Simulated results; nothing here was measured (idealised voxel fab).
The process module presented herein is designated voxel self aligned contacts.
Shown is cross-section cut, with a width of 220 nm and square cells of size 5 nm.
In this document a cross-section is written as a grid of square cells. It is given as a series of bands, listed from the top down, and a band is one or more rows of cells.
Look at the band entry: it leads with the top's height and the bottom's height in nm. Then it lists the materials left to right, with a width in nm for each. The word "throughout" on a single material says that material fills the band edge to edge. The word "blank" is empty space.
All heights in this document are referenced to 0, defined as the level beneath which the wafer, as received, consists entirely of one material. The lowest band is not bounded below; it extends indefinitely downward and is written in the form "from 0 down".
Graded width ("30 to 40"): value in top row of band = first number; value in bottom row = second number; row-to-row change constant.
Reading "nothing was modified" for a step: not a cell of the cross-section changed in it.
The list in "Closed void listing" covers empty spaces of 8 cells or more that cannot reach the top through any open way, and it gives each as width x height at distance; the distance is from the left edge, and width, height and distance are in nm.
Text after the settings on a step's line: the simulator's own remark on that step.
The "overlay nm" setting may appear on a step's line; for a step that uses a mask, it gives how far to the right of its planned position the mask lay, and a negative value indicates the left.
# These are the steps we planned for the process
1: RECEIVE [material Si]
2: OXIDIZE [depth nm 5]
3: DIRECTIONAL_DEP [material polySi] [thk nm 30]
4: DIRECTIONAL_DEP [material SiN] [thk nm 20]
5: PATTERN [tone cover] [mask id GATE] [material resist] [width nm 35] [pitch nm 65] [thk nm 15] [overlay nm 0]
6: DIRECTIONAL_ETCH [etch materials SiN] [depth nm 20]
7: DIRECTIONAL_ETCH [etch materials polySi] [depth nm 30]
8: STRIP [etch materials resist]
9: CONFORMAL_DEP [material SiN] [thk nm 5]
10: DIRECTIONAL_ETCH [etch materials SiN] [depth nm 5]
11: FILL_DEP [material SiO2] [thk nm 15]
12: CMP [height nm 55]
13: PATTERN [tone open] [mask id CONTACT] [material resist] [width nm 50] [pitch nm 65] [thk nm 15] [overlay nm 0]
14: DIRECTIONAL_ETCH [etch materials SiO2] [depth nm 60]
15: STRIP [etch materials resist]
16: CONFORMAL_DEP [material TiN] [thk nm 5]
17: FILL_DEP [material Ru] [thk nm 10]
18: CMP [height nm 55]
19: CONFORMAL_DEP [material SiN] [thk nm 5]
# Below: the first of two wafers, run as planned
# Incoming wafer in cross-section (state: after step 1)
- from 0 down: Si throughout
- Closed void listing: none
# Step 2 done - wafer cross-section
- from 0 to -5: SiO2 throughout
- Under the height -5 nothing was changed.
# Step 3 done - wafer cross-section
- from 30 to 0: polySi throughout
- Under the height 0 nothing was changed.
# Step 4 done - wafer cross-section
- from 50 to 30: SiN throughout
- Under the height 30 nothing was changed.
# Step 5 done - wafer cross-section
- from 65 to 50: blank: 25, then resist: 35, then blank: 30, then resist: 35, then blank: 30, then resist: 35, then blank: 30
- Under the height 50 nothing was changed.
# Step 6 done - wafer cross-section
- from 65 to 50: blank: 25, then resist: 35, then blank: 30, then resist: 35, then blank: 30, then resist: 35, then blank: 30
- from 50 to 30: blank: 25, then SiN: 35, then blank: 30, then SiN: 35, then blank: 30, then SiN: 35, then blank: 30
- Under the height 30 nothing was changed.
# Step 7 done - wafer cross-section
- from 65 to 50: blank: 25, then resist: 35, then blank: 30, then resist: 35, then blank: 30, then resist: 35, then blank: 30
- from 50 to 30: blank: 25, then SiN: 35, then blank: 30, then SiN: 35, then blank: 30, then SiN: 35, then blank: 30
- from 30 to 0: blank: 25, then polySi: 35, then blank: 30, then polySi: 35, then blank: 30, then polySi: 35, then blank: 30
- Under the height 0 nothing was changed.
# Step 8 done - wafer cross-section
- from 50 to 30: blank: 25, then SiN: 35, then blank: 30, then SiN: 35, then blank: 30, then SiN: 35, then blank: 30
- Under the height 30 nothing was changed.
# Step 9 done - wafer cross-section
- from 55 to 30: blank: 20, then SiN: 45, then blank: 20, then SiN: 45, then blank: 20, then SiN: 45, then blank: 25
- from 30 to 5: blank: 20, then SiN: 5, then polySi: 35, then SiN: 5, then blank: 20, then SiN: 5, then polySi: 35, then SiN: 5, then blank: 20, then SiN: 5, then polySi: 35, then SiN: 5, then blank: 25
- from 5 to 0: SiN: 25, then polySi: 35, then SiN: 30, then polySi: 35, then SiN: 30, then polySi: 35, then SiN: 30
- Under the height 0 nothing was changed.
# Step 10 done - wafer cross-section
- from 50 to 30: blank: 20, then SiN: 45, then blank: 20, then SiN: 45, then blank: 20, then SiN: 45, then blank: 25
- from 30 to 0: blank: 20, then SiN: 5, then polySi: 35, then SiN: 5, then blank: 20, then SiN: 5, then polySi: 35, then SiN: 5, then blank: 20, then SiN: 5, then polySi: 35, then SiN: 5, then blank: 25
- Under the height 0 nothing was changed.
# Step 11 done - wafer cross-section
- from 65 to 50: SiO2 throughout
- from 50 to 30: SiO2: 20, then SiN: 45, then SiO2: 20, then SiN: 45, then SiO2: 20, then SiN: 45, then SiO2: 25
- from 30 to 0: SiO2: 20, then SiN: 5, then polySi: 35, then SiN: 5, then SiO2: 20, then SiN: 5, then polySi: 35, then SiN: 5, then SiO2: 20, then SiN: 5, then polySi: 35, then SiN: 5, then SiO2: 25
- Under the height 0 nothing was changed.
# Step 12 done - wafer cross-section
- from 55 to 50: SiO2 throughout
- Under the height 50 nothing was changed.
# Step 13 done - wafer cross-section
- from 70 to 55: resist: 50, then blank: 50, then resist: 15, then blank: 50, then resist: 55
- Under the height 55 nothing was changed.
# Step 14 done - wafer cross-section
- from 70 to 55: resist: 50, then blank: 50, then resist: 15, then blank: 50, then resist: 55
- from 55 to 50: SiO2: 50, then blank: 50, then SiO2: 15, then blank: 50, then SiO2: 55
- from 50 to 30: SiO2: 20, then SiN: 45, then blank: 20, then SiN: 45, then blank: 20, then SiN: 45, then SiO2: 25
- from 30 to 0: SiO2: 20, then SiN: 5, then polySi: 35, then SiN: 5, then blank: 20, then SiN: 5, then polySi: 35, then SiN: 5, then blank: 20, then SiN: 5, then polySi: 35, then SiN: 5, then SiO2: 25
- from 0 to -5: SiO2: 65, then blank: 20, then SiO2: 45, then blank: 20, then SiO2: 70
- Under the height -5 nothing was changed.
# Step 15 done - wafer cross-section
- from 55 to 50: SiO2: 50, then blank: 50, then SiO2: 15, then blank: 50, then SiO2: 55
- Under the height 50 nothing was changed.
# Step 16 done - wafer cross-section
- from 60 to 55: TiN: 55, then blank: 40, then TiN: 25, then blank: 40, then TiN: 60
- from 55 to 50: SiO2: 50, then TiN: 20, then blank: 10, then TiN: 20, then SiO2: 15, then TiN: 20, then blank: 10, then TiN: 20, then SiO2: 55
- from 50 to 30: SiO2: 20, then SiN: 45, then TiN: 5, then blank: 10, then TiN: 5, then SiN: 45, then TiN: 5, then blank: 10, then TiN: 5, then SiN: 45, then SiO2: 25
- from 30 to 0: SiO2: 20, then SiN: 5, then polySi: 35, then SiN: 5, then TiN: 5, then blank: 10, then TiN: 5, then SiN: 5, then polySi: 35, then SiN: 5, then TiN: 5, then blank: 10, then TiN: 5, then SiN: 5, then polySi: 35, then SiN: 5, then SiO2: 25
- from 0 to -5: SiO2: 65, then TiN: 20, then SiO2: 45, then TiN: 20, then SiO2: 70
- Under the height -5 nothing was changed.
# Step 17 done - wafer cross-section
- from 70 to 60: Ru throughout
- from 60 to 55: TiN: 55, then Ru: 40, then TiN: 25, then Ru: 40, then TiN: 60
- from 55 to 50: SiO2: 50, then TiN: 20, then Ru: 10, then TiN: 20, then SiO2: 15, then TiN: 20, then Ru: 10, then TiN: 20, then SiO2: 55
- from 50 to 30: SiO2: 20, then SiN: 45, then TiN: 5, then Ru: 10, then TiN: 5, then SiN: 45, then TiN: 5, then Ru: 10, then TiN: 5, then SiN: 45, then SiO2: 25
- from 30 to 0: SiO2: 20, then SiN: 5, then polySi: 35, then SiN: 5, then TiN: 5, then Ru: 10, then TiN: 5, then SiN: 5, then polySi: 35, then SiN: 5, then TiN: 5, then Ru: 10, then TiN: 5, then SiN: 5, then polySi: 35, then SiN: 5, then SiO2: 25
- Under the height 0 nothing was changed.
# Step 18 done - wafer cross-section
- from 55 to 50: SiO2: 50, then TiN: 20, then Ru: 10, then TiN: 20, then SiO2: 15, then TiN: 20, then Ru: 10, then TiN: 20, then SiO2: 55
- Under the height 50 nothing was changed.
# Step 19 done - wafer cross-section
- from 60 to 55: SiN throughout
- Under the height 55 nothing was changed.
# Second wafer - shared start and plan with the first - one error in running - same as the first up to step 8 inclusive
The second wafer cut through, at the time step 9 was supposed to be finished: nothing was modified
# The second wafer cut through, at the time step 10 was supposed to be finished
- from 45 to 30: blank: 25, then SiN: 35, then blank: 30, then SiN: 35, then blank: 30, then SiN: 35, then blank: 30
- Under the height 30 nothing was changed.
# The second wafer cut through, at the time step 11 was supposed to be finished
- from 60 to 45: SiO2 throughout
- from 45 to 30: SiO2: 25, then SiN: 35, then SiO2: 30, then SiN: 35, then SiO2: 30, then SiN: 35, then SiO2: 30
- from 30 to 0: SiO2: 25, then polySi: 35, then SiO2: 30, then polySi: 35, then SiO2: 30, then polySi: 35, then SiO2: 30
- Under the height 0 nothing was changed.
# The second wafer cut through, at the time step 12 was supposed to be finished
- from 55 to 45: SiO2 throughout
- Under the height 45 nothing was changed.
# The second wafer cut through, at the time step 13 was supposed to be finished
- from 70 to 55: resist: 50, then blank: 50, then resist: 15, then blank: 50, then resist: 55
- Under the height 55 nothing was changed.
# The second wafer cut through, at the time step 14 was supposed to be finished
- from 70 to 55: resist: 50, then blank: 50, then resist: 15, then blank: 50, then resist: 55
- from 55 to 45: SiO2: 50, then blank: 50, then SiO2: 15, then blank: 50, then SiO2: 55
- from 45 to 30: SiO2: 25, then SiN: 35, then blank: 30, then SiN: 35, then blank: 30, then SiN: 35, then SiO2: 30
- from 30 to 0: SiO2: 25, then polySi: 35, then blank: 30, then polySi: 35, then blank: 30, then polySi: 35, then SiO2: 30
- from 0 to -5: SiO2: 60, then blank: 30, then SiO2: 35, then blank: 30, then SiO2: 65
- Under the height -5 nothing was changed.
# The second wafer cut through, at the time step 15 was supposed to be finished
- from 55 to 45: SiO2: 50, then blank: 50, then SiO2: 15, then blank: 50, then SiO2: 55
- Under the height 45 nothing was changed.
# The second wafer cut through, at the time step 16 was supposed to be finished
- from 60 to 55: TiN: 55, then blank: 40, then TiN: 25, then blank: 40, then TiN: 60
- from 55 to 45: SiO2: 50, then TiN: 5 to 15, then blank: 40 to 20, then TiN: 5 to 15, then SiO2: 15, then TiN: 5 to 15, then blank: 40 to 20, then TiN: 5 to 15, then SiO2: 55
- from 45 to 30: SiO2: 25, then SiN: 35, then TiN: 5, then blank: 20, then TiN: 5, then SiN: 35, then TiN: 5, then blank: 20, then TiN: 5, then SiN: 35, then SiO2: 30
- from 30 to 0: SiO2: 25, then polySi: 35, then TiN: 5, then blank: 20, then TiN: 5, then polySi: 35, then TiN: 5, then blank: 20, then TiN: 5, then polySi: 35, then SiO2: 30
- from 0 to -5: SiO2: 60, then TiN: 30, then SiO2: 35, then TiN: 30, then SiO2: 65
- Under the height -5 nothing was changed.
# The second wafer cut through, at the time step 17 was supposed to be finished
- from 70 to 60: Ru throughout
- from 60 to 55: TiN: 55, then Ru: 40, then TiN: 25, then Ru: 40, then TiN: 60
- from 55 to 45: SiO2: 50, then TiN: 5 to 15, then Ru: 40 to 20, then TiN: 5 to 15, then SiO2: 15, then TiN: 5 to 15, then Ru: 40 to 20, then TiN: 5 to 15, then SiO2: 55
- from 45 to 30: SiO2: 25, then SiN: 35, then TiN: 5, then Ru: 20, then TiN: 5, then SiN: 35, then TiN: 5, then Ru: 20, then TiN: 5, then SiN: 35, then SiO2: 30
- from 30 to 0: SiO2: 25, then polySi: 35, then TiN: 5, then Ru: 20, then TiN: 5, then polySi: 35, then TiN: 5, then Ru: 20, then TiN: 5, then polySi: 35, then SiO2: 30
- Under the height 0 nothing was changed.
# The second wafer cut through, at the time step 18 was supposed to be finished
- from 55 to 45: SiO2: 50, then TiN: 5 to 15, then Ru: 40 to 20, then TiN: 5 to 15, then SiO2: 15, then TiN: 5 to 15, then Ru: 40 to 20, then TiN: 5 to 15, then SiO2: 55
- Under the height 45 nothing was changed.
# The second wafer cut through, at the time step 19 was supposed to be finished
- from 60 to 55: SiN throughout
- Under the height 55 nothing was changed.
Want to know what went wrong? step 9 in the plan did not get run; it was skipped
End of process, cell counts, second wafer against first, materials with more or fewer: 52 more of Ru; 81 fewer of SiN; 29 more of SiO2
